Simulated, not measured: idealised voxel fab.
This section sets out a process module, namely voxel ribs on slabs.
The figure presents cross-section cut, which has a width of 145 nm and is divided into square cells with an edge length of 5 nm.
Reading order for cross-sections: top band down to bottom band. Underlying form: a grid of square cells. Band size: one or more rows of cells.
Band: top height; bottom height; in nm. Then, left to right: material with width in nm, for each material. "full width": a single material spanning edge to edge. "empty": empty space.
Heights are expressed relative to 0, this being the level below which the as-received wafer comprises one material exclusively. The lowest band is unbounded in the downward direction and is denoted as in "from 0 down".
You'd read "30 to 40" like this: the band's top row of cells is as wide as the first number, its bottom row is as wide as the second, and going down, every row changes width by the same amount as the row before did.
Any step labelled "nothing was modified" changed none of the cells in the cross-section.
Listed in "Enclosed void entries": every empty space of 8 or more cells without an open way to the top. Form: width x height at distance, the distance being from the left edge, all in nm.
The remark found on a step's line after its settings is issued by the simulator itself and pertains to that step.
Each step line may optionally specify "overlay nm", which for a step with a mask gives the rightward distance between the mask's planned place and where it lay, a negative value indicating the leftward direction.

[The planned process steps are enumerated hereunder]
1,RECEIVE, material Si
2,DIRECTIONAL_DEP, material SiO2, thk nm 25
3,DIRECTIONAL_DEP, material polySi, thk nm 15
4,DIRECTIONAL_DEP, material aC, thk nm 10
5,PATTERN, tone cover, mask id RIB, material resist, width nm 15, thk nm 30, overlay nm 0
6,DIRECTIONAL_ETCH, etch materials aC, depth nm 10
7,STRIP, etch materials resist
8,DIRECTIONAL_ETCH, etch materials polySi, depth nm 10
9,STRIP, etch materials aC
10,MASKED_ETCH, tone cover, mask id SLAB, width nm 55, etch materials polySi, depth nm 5, overlay nm 0
11,FILL_DEP, material SiO2, thk nm 25
12,CMP, height nm 55
13,DIRECTIONAL_DEP, material TiN, thk nm 10
14,PATTERN, tone cover, mask id HEATER, material resist, width nm 25, thk nm 20, overlay nm 0
15,DIRECTIONAL_ETCH, etch materials TiN, depth nm 10
16,STRIP, etch materials resist
17,CONFORMAL_DEP, material SiO2, thk nm 5

[Received-state cross-section, reflecting completion of step 1]
from 0 down  Si full width
Enclosed void entries: none

[Final wafer profile in cross-section after the module, from the same start and plan as above, with one mistake made during processing]
from 70 to 65  SiO2 (65)  empty (15)  SiO2 (65)
from 65 to 60  TiN (60)  SiO2 (5)  empty (15)  SiO2 (5)  TiN (60)
from 60 to 55  TiN (60)  SiO2 (25)  TiN (60)
from 55 to 40  SiO2 full width
from 40 to 30  SiO2 (65)  polySi (15)  SiO2 (65)
from 30 to 25  SiO2 (45)  polySi (55)  SiO2 (45)
from 25 to 0  SiO2 full width
from 0 down  Si full width
Enclosed void entries: none
What went wrong in running the wafer? step 14 was processed under conditions differing from the plan, specifically as PATTERN, tone open, mask id HEATER, material resist, width nm 25, thk nm 20, overlay nm 0
